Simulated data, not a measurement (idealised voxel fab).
Process module name: voxel tone inversion
The cross-section shown here is cut; it is 250 nm wide and divided into square cells measuring 5 nm on a side.
Each cross-section below is a grid of square cells, stated as bands in top-down order, with one or more rows of cells making up each band. Heights first: top, then bottom, in nm. Then materials, left to right, each with a width in nm. "throughout" on a single material: fills the band edge to edge. "empty": empty space. Heads up on the height convention: 0 is the point under which the incoming wafer is all one material, and the lowest band has no bottom, it just keeps going down, like "z 0 and below". When a width is written as two numbers, as in "30->40", the first number is the width in the top row of cells of the band and the second is the width in its bottom row, and the width changes by the same amount from each row to the next. "left unchanged" -> step changed no cross-section cell. Any empty space of 8 cells or more lacking an open way to the top shows up in "Enclosed void listing" as width x height at distance, distance from the left edge, in nm. Past the settings on a step's line: simulator remark, on that step. The line of a step may include "overlay nm". On a step with a mask, this value is how far to the right of its planned place the mask lay. A negative value means the mask lay to the left.

The following list gives the planned process steps:
step 1: RECEIVE: material Si
step 2: CONFORMAL_DEP: material SiN, thk nm 10
step 3: DIRECTIONAL_DEP: material polySi, thk nm 25
step 4: PATTERN: tone cover, mask id POSTS, material resist, width nm 15, pitch nm 45, thk nm 35, overlay nm -15
step 5: DIRECTIONAL_ETCH: etch materials polySi, depth nm 25
step 6: STRIP: etch materials resist
step 7: FILL_DEP: material SiO2, thk nm 10
step 8: CMP: height nm 35
step 9: STRIP: etch materials polySi
step 10: CONFORMAL_DEP: material TiN, thk nm 5
step 11: FILL_DEP: material Ru, thk nm 10
step 12: CMP: height nm 35
step 13: CONFORMAL_DEP: material SiN, thk nm 5
The value of overlay nm given for step 4 in the plan refers to the first wafer; the wafers vary in this setting and are alike at the start.

Sectional view: first of several wafers, as received, after step 1:
    z 0 and below = Si throughout
    Enclosed void listing: none

Row per wafer, end-of-module: cell gain (+)/loss (-) by material since the wafer came in, then closed voids:
overlay nm -15; +12 Ru; +150 SiN; +205 SiO2; +33 TiN; Enclosed void listing: none
overlay nm -10; +12 Ru; +150 SiN; +205 SiO2; +33 TiN; Enclosed void listing: none
overlay nm -5; +12 Ru; +150 SiN; +205 SiO2; +33 TiN; Enclosed void listing: none
overlay nm 0; +12 Ru; +150 SiN; +205 SiO2; +33 TiN; Enclosed void listing: none
overlay nm 5; +12 Ru; +150 SiN; +205 SiO2; +33 TiN; Enclosed void listing: none
overlay nm 10; +12 Ru; +150 SiN; +205 SiO2; +33 TiN; Enclosed void listing: none
overlay nm 15; +12 Ru; +150 SiN; +205 SiO2; +33 TiN; Enclosed void listing: none
